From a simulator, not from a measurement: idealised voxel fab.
process module | voxel local oxidation
cross-section cut | 160 nm wide | cells 5 nm
A cross-section is a grid of square cells, given in bands from the top down. A band is one or more rows of cells.
Each band's line starts with the height of the band's top and of its bottom, in nm. Then come its materials from left to right, each with its width in nm. One material with "throughout" fills the band from edge to edge. "air" is empty space.
Height 0 is the level under which the wafer as received is all one material. The lowest band goes on downwards, as in "0 down".
A width such as "30 to 40" changes by the same amount from each row of cells to the next, from the band's top row to its bottom row.
"no change" after a step means that no cell of the cross-section changed.
closed voids: empty space of 8 cells or more with no open way to the top, each as width x height at its distance from the left edge, in nm
after a step's settings: what the simulator itself notes on the step
overlay nm, on a step with a mask: how far to the right of its planned place the mask lay; to the left if negative
plan
1 op RECEIVE | material Si
2 op CONFORMAL_DEP | material SiO2 | thk nm 5
3 op CONFORMAL_DEP | material SiN | thk nm 15
4 op DIRECTIONAL_DEP | material aC | thk nm 15
5 op PATTERN | tone cover | mask id ACTIVE | material resist | width nm 100 | thk nm 30 | overlay nm 0
6 op DIRECTIONAL_ETCH | etch materials aC | depth nm 15
7 op STRIP | etch materials resist
8 op DIRECTIONAL_ETCH | etch materials SiN | depth nm 15
9 op STRIP | etch materials aC
10 op SELECTIVE_ETCH | etch materials SiO2 | depth nm 5
11 op OXIDIZE | depth nm 10
12 op STRIP | etch materials SiN
as received, after step 1
  0 down: Si throughout
  closed voids: none
a wafer at the end: this start, this plan, one mistake
  5 to 0: air 45 | SiO2 70 | air 45
  0 to -10: SiO2 55 | Si 50 | SiO2 55
  -10 down: Si throughout
  closed voids: none
what went wrong: step 10 ran as: op SELECTIVE_ETCH | etch materials SiO2 | depth nm 15
